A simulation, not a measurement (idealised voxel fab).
process module | voxel self aligned vias
cross-section cut | 280 nm wide | cells 5 nm
A cross-section is a grid of square cells, given in bands from the top down. A band is one or more rows of cells.
Each band's line starts with the height of the band's top and of its bottom, in nm. Then come its materials from left to right, each with its width in nm. One material with "throughout" fills the band from edge to edge. "air" is empty space.
Height 0 is the level under which the wafer as received is all one material. The lowest band goes on downwards, as in "0 down".
A width such as "30 to 40" changes by the same amount from each row of cells to the next, from the band's top row to its bottom row.
"no change" after a step means that no cell of the cross-section changed.
closed voids: empty space of 8 cells or more with no open way to the top, each as width x height at its distance from the left edge, in nm
after a step's settings: what the simulator itself notes on the step
overlay nm, on a step with a mask: how far to the right of its planned place the mask lay; to the left if negative
plan
1 op RECEIVE | material Si
2 op CONFORMAL_DEP | material SiO2 | thk nm 10
3 op CONFORMAL_DEP | material SiCN | thk nm 5
4 op DIRECTIONAL_DEP | material lowk | thk nm 25
5 op MASKED_ETCH | tone open | mask id LINES | width nm 20 | pitch nm 50 | etch materials lowk | depth nm 25 | overlay nm 0
6 op CONFORMAL_DEP | material TiN | thk nm 5
7 op FILL_DEP | material Ru | thk nm 10
8 op CMP | height nm 40
9 op SELECTIVE_ETCH | etch materials W Ru TiN | depth nm 5
10 op FILL_DEP | material SiN | thk nm 5
11 op CMP | height nm 40
12 op DIRECTIONAL_DEP | material lowk | thk nm 20
13 op DIRECTIONAL_DEP | material aC | thk nm 15
14 op PATTERN | tone open | mask id VIAS | material resist | width nm 30 | pitch nm 100 | thk nm 30 | overlay nm 0
15 op DIRECTIONAL_ETCH | etch materials aC | depth nm 15
16 op STRIP | etch materials resist
17 op DIRECTIONAL_ETCH | etch materials lowk | depth nm 20
18 op DIRECTIONAL_ETCH | etch materials SiN | depth nm 5
19 op STRIP | etch materials aC
20 op CONFORMAL_DEP | material TiN | thk nm 5
21 op FILL_DEP | material Ru | thk nm 5
22 op CMP | height nm 60
23 op CONFORMAL_DEP | material SiN | thk nm 5
first wafer, as planned
as received, after step 1
  0 down: Si throughout
  closed voids: none
after step 2
  10 to 0: SiO2 throughout
  below 0: unchanged
after step 3
  15 to 10: SiCN throughout
  below 10: unchanged
after step 4
  40 to 15: lowk throughout
  below 15: unchanged
after step 5
  40 to 15: lowk 80 | air 20 | lowk 30 | air 20 | lowk 30 | air 20 | lowk 80
  below 15: unchanged
after step 6
  45 to 40: TiN 85 | air 10 | TiN 40 | air 10 | TiN 40 | air 10 | TiN 85
  40 to 20: lowk 80 | TiN 5 | air 10 | TiN 5 | lowk 30 | TiN 5 | air 10 | TiN 5 | lowk 30 | TiN 5 | air 10 | TiN 5 | lowk 80
  20 to 15: lowk 80 | TiN 20 | lowk 30 | TiN 20 | lowk 30 | TiN 20 | lowk 80
  below 15: unchanged
after step 7
  55 to 45: Ru throughout
  45 to 40: TiN 85 | Ru 10 | TiN 40 | Ru 10 | TiN 40 | Ru 10 | TiN 85
  40 to 20: lowk 80 | TiN 5 | Ru 10 | TiN 5 | lowk 30 | TiN 5 | Ru 10 | TiN 5 | lowk 30 | TiN 5 | Ru 10 | TiN 5 | lowk 80
  below 20: unchanged
after step 8
  40 to 20: lowk 80 | TiN 5 | Ru 10 | TiN 5 | lowk 30 | TiN 5 | Ru 10 | TiN 5 | lowk 30 | TiN 5 | Ru 10 | TiN 5 | lowk 80
  below 20: unchanged
after step 9
  40 to 35: lowk 80 | air 20 | lowk 30 | air 20 | lowk 30 | air 20 | lowk 80
  below 35: unchanged
after step 10
  45 to 40: SiN throughout
  40 to 35: lowk 80 | SiN 20 | lowk 30 | SiN 20 | lowk 30 | SiN 20 | lowk 80
  below 35: unchanged
after step 11
  40 to 35: lowk 80 | SiN 20 | lowk 30 | SiN 20 | lowk 30 | SiN 20 | lowk 80
  below 35: unchanged
after step 12
  60 to 40: lowk throughout
  below 40: unchanged
after step 13
  75 to 60: aC throughout
  below 60: unchanged
after step 14
  105 to 75: resist 75 | air 30 | resist 70 | air 30 | resist 75
  below 75: unchanged
after step 15
  90 to 75: resist 75 | air 30 | resist 70 | air 30 | resist 75
  75 to 60: aC 75 | air 30 | aC 70 | air 30 | aC 75
  below 60: unchanged
after step 16
  75 to 60: aC 75 | air 30 | aC 70 | air 30 | aC 75
  below 60: unchanged
after step 17
  75 to 60: aC 75 | air 30 | aC 70 | air 30 | aC 75
  60 to 40: lowk 75 | air 30 | lowk 70 | air 30 | lowk 75
  below 40: unchanged
after step 18
  75 to 60: aC 75 | air 30 | aC 70 | air 30 | aC 75
  60 to 40: lowk 75 | air 30 | lowk 70 | air 30 | lowk 75
  40 to 35: lowk 80 | air 20 | lowk 30 | SiN 20 | lowk 30 | air 20 | lowk 80
  below 35: unchanged
after step 19
  60 to 40: lowk 75 | air 30 | lowk 70 | air 30 | lowk 75
  below 40: unchanged
after step 20
  65 to 60: TiN 80 | air 20 | TiN 80 | air 20 | TiN 80
  60 to 45: lowk 75 | TiN 5 | air 20 | TiN 5 | lowk 70 | TiN 5 | air 20 | TiN 5 | lowk 75
  45 to 40: lowk 75 | TiN 10 | air 10 | TiN 10 | lowk 70 | TiN 10 | air 10 | TiN 10 | lowk 75
  40 to 35: lowk 80 | TiN 20 | lowk 30 | SiN 20 | lowk 30 | TiN 20 | lowk 80
  below 35: unchanged
after step 21
  70 to 65: Ru throughout
  65 to 60: TiN 80 | Ru 20 | TiN 80 | Ru 20 | TiN 80
  60 to 45: lowk 75 | TiN 5 | Ru 20 | TiN 5 | lowk 70 | TiN 5 | Ru 20 | TiN 5 | lowk 75
  45 to 40: lowk 75 | TiN 10 | Ru 10 | TiN 10 | lowk 70 | TiN 10 | Ru 10 | TiN 10 | lowk 75
  below 40: unchanged
after step 22
  60 to 45: lowk 75 | TiN 5 | Ru 20 | TiN 5 | lowk 70 | TiN 5 | Ru 20 | TiN 5 | lowk 75
  below 45: unchanged
after step 23
  65 to 60: SiN throughout
  below 60: unchanged
second wafer: like start, like plan, one mistake. Through step 4 it matches the first wafer
when step 5 should have ended
  40 to 15: lowk 85 | air 20 | lowk 30 | air 20 | lowk 30 | air 20 | lowk 75
  below 15: unchanged
when step 6 should have ended
  45 to 40: TiN 90 | air 10 | TiN 40 | air 10 | TiN 40 | air 10 | TiN 80
  40 to 20: lowk 85 | TiN 5 | air 10 | TiN 5 | lowk 30 | TiN 5 | air 10 | TiN 5 | lowk 30 | TiN 5 | air 10 | TiN 5 | lowk 75
  20 to 15: lowk 85 | TiN 20 | lowk 30 | TiN 20 | lowk 30 | TiN 20 | lowk 75
  below 15: unchanged
when step 7 should have ended
  55 to 45: Ru throughout
  45 to 40: TiN 90 | Ru 10 | TiN 40 | Ru 10 | TiN 40 | Ru 10 | TiN 80
  40 to 20: lowk 85 | TiN 5 | Ru 10 | TiN 5 | lowk 30 | TiN 5 | Ru 10 | TiN 5 | lowk 30 | TiN 5 | Ru 10 | TiN 5 | lowk 75
  below 20: unchanged
when step 8 should have ended
  40 to 20: lowk 85 | TiN 5 | Ru 10 | TiN 5 | lowk 30 | TiN 5 | Ru 10 | TiN 5 | lowk 30 | TiN 5 | Ru 10 | TiN 5 | lowk 75
  below 20: unchanged
when step 9 should have ended
  40 to 35: lowk 85 | air 20 | lowk 30 | air 20 | lowk 30 | air 20 | lowk 75
  below 35: unchanged
when step 10 should have ended
  45 to 40: SiN throughout
  40 to 35: lowk 85 | SiN 20 | lowk 30 | SiN 20 | lowk 30 | SiN 20 | lowk 75
  below 35: unchanged
when step 11 should have ended
  40 to 35: lowk 85 | SiN 20 | lowk 30 | SiN 20 | lowk 30 | SiN 20 | lowk 75
  below 35: unchanged
when step 12 should have ended
  60 to 40: lowk throughout
  below 40: unchanged
when step 13 should have ended
  75 to 60: aC throughout
  below 60: unchanged
when step 14 should have ended
  105 to 75: resist 75 | air 30 | resist 70 | air 30 | resist 75
  below 75: unchanged
when step 15 should have ended
  90 to 75: resist 75 | air 30 | resist 70 | air 30 | resist 75
  75 to 60: aC 75 | air 30 | aC 70 | air 30 | aC 75
  below 60: unchanged
when step 16 should have ended
  75 to 60: aC 75 | air 30 | aC 70 | air 30 | aC 75
  below 60: unchanged
when step 17 should have ended
  75 to 60: aC 75 | air 30 | aC 70 | air 30 | aC 75
  60 to 40: lowk 75 | air 30 | lowk 70 | air 30 | lowk 75
  below 40: unchanged
when step 18 should have ended
  75 to 60: aC 75 | air 30 | aC 70 | air 30 | aC 75
  60 to 40: lowk 75 | air 30 | lowk 70 | air 30 | lowk 75
  40 to 35: lowk 85 | air 20 | lowk 30 | SiN 20 | lowk 30 | air 20 | lowk 75
  below 35: unchanged
when step 19 should have ended
  60 to 40: lowk 75 | air 30 | lowk 70 | air 30 | lowk 75
  below 40: unchanged
when step 20 should have ended
  65 to 60: TiN 80 | air 20 | TiN 80 | air 20 | TiN 80
  60 to 45: lowk 75 | TiN 5 | air 20 | TiN 5 | lowk 70 | TiN 5 | air 20 | TiN 5 | lowk 75
  45 to 40: lowk 75 | TiN 15 | air 10 | TiN 5 | lowk 70 | TiN 15 | air 10 | TiN 5 | lowk 75
  40 to 35: lowk 85 | TiN 20 | lowk 30 | SiN 20 | lowk 30 | TiN 20 | lowk 75
  below 35: unchanged
when step 21 should have ended
  70 to 65: Ru throughout
  65 to 60: TiN 80 | Ru 20 | TiN 80 | Ru 20 | TiN 80
  60 to 45: lowk 75 | TiN 5 | Ru 20 | TiN 5 | lowk 70 | TiN 5 | Ru 20 | TiN 5 | lowk 75
  45 to 40: lowk 75 | TiN 15 | Ru 10 | TiN 5 | lowk 70 | TiN 15 | Ru 10 | TiN 5 | lowk 75
  below 40: unchanged
when step 22 should have ended
  60 to 45: lowk 75 | TiN 5 | Ru 20 | TiN 5 | lowk 70 | TiN 5 | Ru 20 | TiN 5 | lowk 75
  below 45: unchanged
when step 23 should have ended
  65 to 60: SiN throughout
  below 60: unchanged
what went wrong: step 5 ran as: op MASKED_ETCH | tone open | mask id LINES | width nm 20 | pitch nm 50 | etch materials lowk | depth nm 25 | overlay nm 5
at the end the second wafer has, in cells: as many of each material as the first, in other places
